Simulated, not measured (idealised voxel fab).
This is a process module. Its name is voxel capacitor over wiring.
Each square cell in cross-section cut measures 5 nm, and the section as a whole is 235 nm wide.
Throughout this document, each cross-section is represented as a grid of square cells and is presented as a sequence of bands enumerated from the top downward, where a band comprises one or more rows of cells. Heights first: top, then bottom, in nm. Then materials, left to right, each with a width in nm. "full width" on a single material: fills the band edge to edge. "blank": empty space. The reference from which all heights are counted is 0, the level beneath which the as-received wafer is entirely one material; the lowest band, having no lower bound, proceeds downward and is written after the example "from 0 down". The notation "30->40" denotes a width that varies across the rows of cells in the band, beginning at the first number in the top row, finishing at the second number in the bottom row, and changing by an identical amount from each row to the next. Reading "no change occurred" for a step: not a cell of the cross-section changed in it. Closed-off voids of 8+ cells (no open route to the top) go in "Entrapped void list", written width x height at distance from the left edge, in nm. Whatever follows a step's settings on its line is a remark the simulator itself makes about that step. The "overlay nm" setting may appear on a step's line; for a step that uses a mask, it gives how far to the right of its planned position the mask lay, and a negative value indicates the left.

Steps planned for the process:
1: op RECEIVE | material Si
2: op CONFORMAL_DEP | material SiO2 | thk nm 15
3: op DIRECTIONAL_DEP | material TiN | thk nm 5
4: op DIRECTIONAL_DEP | material W | thk nm 20
5: op MASKED_ETCH | tone cover | mask id METAL_1 | width nm 25 | pitch nm 95 | etch materials W | depth nm 20 | overlay nm 0
6: op MASKED_ETCH | tone cover | mask id METAL_1 | width nm 25 | pitch nm 95 | etch materials TiN | depth nm 5 | overlay nm 0
7: op CONFORMAL_DEP | material SiN | thk nm 5
8: op FILL_DEP | material lowk | thk nm 5
9: op CMP | height nm 40
10: op CONFORMAL_DEP | material SiCN | thk nm 5
11: op DIRECTIONAL_DEP | material SiO2 | thk nm 20
12: op MASKED_ETCH | tone open | mask id PLUG_1 | width nm 15 | etch materials SiO2 | depth nm 20 | overlay nm 0
13: op MASKED_ETCH | tone open | mask id PLUG_1 | width nm 15 | etch materials SiCN | depth nm 5 | overlay nm 0
14: op EPI | material Ru | thk nm 10
15: op EPI | material Ru | thk nm 10
16: op EPI | material Ru | thk nm 5
17: op DIRECTIONAL_DEP | material TiN | thk nm 10
18: op DIRECTIONAL_DEP | material Al2O3 | thk nm 5
19: op DIRECTIONAL_DEP | material TiN | thk nm 10
20: op DIRECTIONAL_DEP | material aC | thk nm 15
21: op PATTERN | tone cover | mask id UPPER_PLATE | material resist | width nm 75 | thk nm 35 | overlay nm 0
22: op DIRECTIONAL_ETCH | etch materials aC | depth nm 15
23: op STRIP | etch materials resist
24: op DIRECTIONAL_ETCH | etch materials TiN | depth nm 10
25: op DIRECTIONAL_ETCH | etch materials Al2O3 | depth nm 5
26: op STRIP | etch materials aC
27: op MASKED_ETCH | tone cover | mask id LOWER_PLATE | width nm 85 | etch materials TiN | depth nm 10 | overlay nm 0
28: op FILL_DEP | material SiO2 | thk nm 15
29: op CMP | height nm 100
30: op DIRECTIONAL_DEP | material aC | thk nm 10
31: op PATTERN | tone open | mask id PLUG_2 | material resist | width nm 15 | thk nm 25 | overlay nm 0
32: op DIRECTIONAL_ETCH | etch materials aC | depth nm 10
33: op STRIP | etch materials resist
34: op DIRECTIONAL_ETCH | etch materials SiO2 | depth nm 10
35: op STRIP | etch materials aC
36: op CONFORMAL_DEP | material TiN | thk nm 5
37: op FILL_DEP | material Ru | thk nm 10
38: op CMP | height nm 100
39: op CONFORMAL_DEP | material SiN | thk nm 5

The first wafer of two, processed as planned:

Cross-section: wafer on arrival = after step 1:
from 0 down = Si full width
Entrapped void list: none

Wafer xsec, post step 2:
from 15 to 0 = SiO2 full width
Below 0 it's all the same as before, nothing changed down there.

Wafer xsec, post step 3:
from 20 to 15 = TiN full width
Below 15 it's all the same as before, nothing changed down there.

Wafer xsec, post step 4:
from 40 to 20 = W full width
Below 20 it's all the same as before, nothing changed down there.

Wafer xsec, post step 5:
from 40 to 20 = 55 of blank / 25 of W / 70 of blank / 25 of W / 60 of blank
Below 20 it's all the same as before, nothing changed down there.

Wafer xsec, post step 6:
from 40 to 20 = 55 of blank / 25 of W / 70 of blank / 25 of W / 60 of blank
from 20 to 15 = 55 of blank / 25 of TiN / 70 of blank / 25 of TiN / 60 of blank
Below 15 it's all the same as before, nothing changed down there.

Wafer xsec, post step 7:
from 45 to 40 = 50 of blank / 35 of SiN / 60 of blank / 35 of SiN / 55 of blank
from 40 to 20 = 50 of blank / 5 of SiN / 25 of W / 5 of SiN / 60 of blank / 5 of SiN / 25 of W / 5 of SiN / 55 of blank
from 20 to 15 = 55 of SiN / 25 of TiN / 70 of SiN / 25 of TiN / 60 of SiN
Below 15 it's all the same as before, nothing changed down there.

Wafer xsec, post step 8:
from 50 to 45 = lowk full width
from 45 to 40 = 50 of lowk / 35 of SiN / 60 of lowk / 35 of SiN / 55 of lowk
from 40 to 20 = 50 of lowk / 5 of SiN / 25 of W / 5 of SiN / 60 of lowk / 5 of SiN / 25 of W / 5 of SiN / 55 of lowk
Below 20 it's all the same as before, nothing changed down there.

Wafer xsec, post step 9:
from 40 to 20 = 50 of lowk / 5 of SiN / 25 of W / 5 of SiN / 60 of lowk / 5 of SiN / 25 of W / 5 of SiN / 55 of lowk
Below 20 it's all the same as before, nothing changed down there.

Wafer xsec, post step 10:
from 45 to 40 = SiCN full width
Below 40 it's all the same as before, nothing changed down there.

Wafer xsec, post step 11:
from 65 to 45 = SiO2 full width
Below 45 it's all the same as before, nothing changed down there.

Wafer xsec, post step 12:
from 65 to 45 = 65 of SiO2 / 15 of blank / 155 of SiO2
Below 45 it's all the same as before, nothing changed down there.

Wafer xsec, post step 13:
from 65 to 45 = 65 of SiO2 / 15 of blank / 155 of SiO2
from 45 to 40 = 65 of SiCN / 15 of blank / 155 of SiCN
Below 40 it's all the same as before, nothing changed down there.

Wafer xsec, post step 14:
from 65 to 50 = 65 of SiO2 / 15 of blank / 155 of SiO2
from 50 to 45 = 65 of SiO2 / 15 of Ru / 155 of SiO2
from 45 to 40 = 65 of SiCN / 15 of Ru / 155 of SiCN
Below 40 it's all the same as before, nothing changed down there.

Wafer xsec, post step 15:
from 65 to 60 = 65 of SiO2 / 15 of blank / 155 of SiO2
from 60 to 45 = 65 of SiO2 / 15 of Ru / 155 of SiO2
Below 45 it's all the same as before, nothing changed down there.

Wafer xsec, post step 16:
from 65 to 45 = 65 of SiO2 / 15 of Ru / 155 of SiO2
Below 45 it's all the same as before, nothing changed down there.

Wafer xsec, post step 17:
from 75 to 65 = TiN full width
Below 65 it's all the same as before, nothing changed down there.

Wafer xsec, post step 18:
from 80 to 75 = Al2O3 full width
Below 75 it's all the same as before, nothing changed down there.

Wafer xsec, post step 19:
from 90 to 80 = TiN full width
Below 80 it's all the same as before, nothing changed down there.

Wafer xsec, post step 20:
from 105 to 90 = aC full width
Below 90 it's all the same as before, nothing changed down there.

Wafer xsec, post step 21:
from 140 to 105 = 65 of blank / 75 of resist / 95 of blank
Below 105 it's all the same as before, nothing changed down there.

Wafer xsec, post step 22:
from 125 to 105 = 65 of blank / 75 of resist / 95 of blank
from 105 to 90 = 65 of blank / 75 of aC / 95 of blank
Below 90 it's all the same as before, nothing changed down there.

Wafer xsec, post step 23:
from 105 to 90 = 65 of blank / 75 of aC / 95 of blank
Below 90 it's all the same as before, nothing changed down there.

Wafer xsec, post step 24:
from 105 to 90 = 65 of blank / 75 of aC / 95 of blank
from 90 to 80 = 65 of blank / 75 of TiN / 95 of blank
Below 80 it's all the same as before, nothing changed down there.

Wafer xsec, post step 25:
from 105 to 90 = 65 of blank / 75 of aC / 95 of blank
from 90 to 80 = 65 of blank / 75 of TiN / 95 of blank
from 80 to 75 = 65 of blank / 75 of Al2O3 / 95 of blank
Below 75 it's all the same as before, nothing changed down there.

Wafer xsec, post step 26:
from 90 to 80 = 65 of blank / 75 of TiN / 95 of blank
Below 80 it's all the same as before, nothing changed down there.

Wafer xsec, post step 27:
from 90 to 80 = 65 of blank / 75 of TiN / 95 of blank
from 80 to 75 = 65 of blank / 75 of Al2O3 / 95 of blank
from 75 to 65 = 60 of blank / 85 of TiN / 90 of blank
Below 65 it's all the same as before, nothing changed down there.

Wafer xsec, post step 28:
from 105 to 90 = SiO2 full width
from 90 to 80 = 65 of SiO2 / 75 of TiN / 95 of SiO2
from 80 to 75 = 65 of SiO2 / 75 of Al2O3 / 95 of SiO2
from 75 to 65 = 60 of SiO2 / 85 of TiN / 90 of SiO2
Below 65 it's all the same as before, nothing changed down there.

Wafer xsec, post step 29:
from 100 to 90 = SiO2 full width
Below 90 it's all the same as before, nothing changed down there.

Wafer xsec, post step 30:
from 110 to 100 = aC full width
Below 100 it's all the same as before, nothing changed down there.

Wafer xsec, post step 31:
from 135 to 110 = 75 of resist / 15 of blank / 145 of resist
Below 110 it's all the same as before, nothing changed down there.

Wafer xsec, post step 32:
from 125 to 110 = 75 of resist / 15 of blank / 145 of resist
from 110 to 100 = 75 of aC / 15 of blank / 145 of aC
Below 100 it's all the same as before, nothing changed down there.

Wafer xsec, post step 33:
from 110 to 100 = 75 of aC / 15 of blank / 145 of aC
Below 100 it's all the same as before, nothing changed down there.

Wafer xsec, post step 34:
from 110 to 100 = 75 of aC / 15 of blank / 145 of aC
from 100 to 90 = 75 of SiO2 / 15 of blank / 145 of SiO2
Below 90 it's all the same as before, nothing changed down there.

Wafer xsec, post step 35:
from 100 to 90 = 75 of SiO2 / 15 of blank / 145 of SiO2
Below 90 it's all the same as before, nothing changed down there.

Wafer xsec, post step 36:
from 105 to 100 = 80 of TiN / 5 of blank / 150 of TiN
from 100 to 95 = 75 of SiO2 / 5 of TiN / 5 of blank / 5 of TiN / 145 of SiO2
from 95 to 90 = 75 of SiO2 / 15 of TiN / 145 of SiO2
Below 90 it's all the same as before, nothing changed down there.

Wafer xsec, post step 37:
from 115 to 105 = Ru full width
from 105 to 100 = 80 of TiN / 5 of Ru / 150 of TiN
from 100 to 95 = 75 of SiO2 / 5 of TiN / 5 of Ru / 5 of TiN / 145 of SiO2
Below 95 it's all the same as before, nothing changed down there.

Wafer xsec, post step 38:
from 100 to 95 = 75 of SiO2 / 5 of TiN / 5 of Ru / 5 of TiN / 145 of SiO2
Below 95 it's all the same as before, nothing changed down there.

Wafer xsec, post step 39:
from 105 to 100 = SiN full width
Below 100 it's all the same as before, nothing changed down there.

It is to be noted that the second wafer proceeded from the same initial state and according to the same plan as the first, although one mistake was committed in its execution; through step 17, inclusive, the two wafers share an identical history:

Second wafer, cross-section, planned end of step 18: no change occurred

Second wafer, cross-section, planned end of step 19:
from 85 to 65 = TiN full width
Below 65 it's all the same as before, nothing changed down there.

Second wafer, cross-section, planned end of step 20:
from 100 to 85 = aC full width
Below 85 it's all the same as before, nothing changed down there.

Second wafer, cross-section, planned end of step 21:
from 135 to 100 = 65 of blank / 75 of resist / 95 of blank
Below 100 it's all the same as before, nothing changed down there.

Second wafer, cross-section, planned end of step 22:
from 120 to 100 = 65 of blank / 75 of resist / 95 of blank
from 100 to 85 = 65 of blank / 75 of aC / 95 of blank
Below 85 it's all the same as before, nothing changed down there.

Second wafer, cross-section, planned end of step 23:
from 100 to 85 = 65 of blank / 75 of aC / 95 of blank
Below 85 it's all the same as before, nothing changed down there.

Second wafer, cross-section, planned end of step 24:
from 100 to 85 = 65 of blank / 75 of aC / 95 of blank
from 85 to 75 = 65 of blank / 75 of TiN / 95 of blank
Below 75 it's all the same as before, nothing changed down there.

Second wafer, cross-section, planned end of step 25: no change occurred

Second wafer, cross-section, planned end of step 26:
from 85 to 75 = 65 of blank / 75 of TiN / 95 of blank
Below 75 it's all the same as before, nothing changed down there.

Second wafer, cross-section, planned end of step 27:
from 85 to 75 = 65 of blank / 75 of TiN / 95 of blank
from 75 to 65 = 60 of blank / 85 of TiN / 90 of blank
Below 65 it's all the same as before, nothing changed down there.

Second wafer, cross-section, planned end of step 28:
from 100 to 85 = SiO2 full width
from 85 to 75 = 65 of SiO2 / 75 of TiN / 95 of SiO2
from 75 to 65 = 60 of SiO2 / 85 of TiN / 90 of SiO2
Below 65 it's all the same as before, nothing changed down there.

Second wafer, cross-section, planned end of step 29: no change occurred

Second wafer, cross-section, planned end of step 30:
from 110 to 100 = aC full width
Below 100 it's all the same as before, nothing changed down there.

Second wafer, cross-section, planned end of step 31:
from 135 to 110 = 75 of resist / 15 of blank / 145 of resist
Below 110 it's all the same as before, nothing changed down there.

Second wafer, cross-section, planned end of step 32:
from 125 to 110 = 75 of resist / 15 of blank / 145 of resist
from 110 to 100 = 75 of aC / 15 of blank / 145 of aC
Below 100 it's all the same as before, nothing changed down there.

Second wafer, cross-section, planned end of step 33:
from 110 to 100 = 75 of aC / 15 of blank / 145 of aC
Below 100 it's all the same as before, nothing changed down there.

Second wafer, cross-section, planned end of step 34:
from 110 to 100 = 75 of aC / 15 of blank / 145 of aC
from 100 to 90 = 75 of SiO2 / 15 of blank / 145 of SiO2
Below 90 it's all the same as before, nothing changed down there.

Second wafer, cross-section, planned end of step 35:
from 100 to 90 = 75 of SiO2 / 15 of blank / 145 of SiO2
Below 90 it's all the same as before, nothing changed down there.

Second wafer, cross-section, planned end of step 36:
from 105 to 100 = 80 of TiN / 5 of blank / 150 of TiN
from 100 to 95 = 75 of SiO2 / 5 of TiN / 5 of blank / 5 of TiN / 145 of SiO2
from 95 to 90 = 75 of SiO2 / 15 of TiN / 145 of SiO2
Below 90 it's all the same as before, nothing changed down there.

Second wafer, cross-section, planned end of step 37:
from 115 to 105 = Ru full width
from 105 to 100 = 80 of TiN / 5 of Ru / 150 of TiN
from 100 to 95 = 75 of SiO2 / 5 of TiN / 5 of Ru / 5 of TiN / 145 of SiO2
Below 95 it's all the same as before, nothing changed down there.

Second wafer, cross-section, planned end of step 38:
from 100 to 95 = 75 of SiO2 / 5 of TiN / 5 of Ru / 5 of TiN / 145 of SiO2
Below 95 it's all the same as before, nothing changed down there.

Second wafer, cross-section, planned end of step 39:
from 105 to 100 = SiN full width
Below 100 it's all the same as before, nothing changed down there.
Here's what went sideways: no execution of plan step 18; skipped
Final wafer comparison in cells, second versus first, more or fewer per material: -15 Al2O3, +15 SiO2
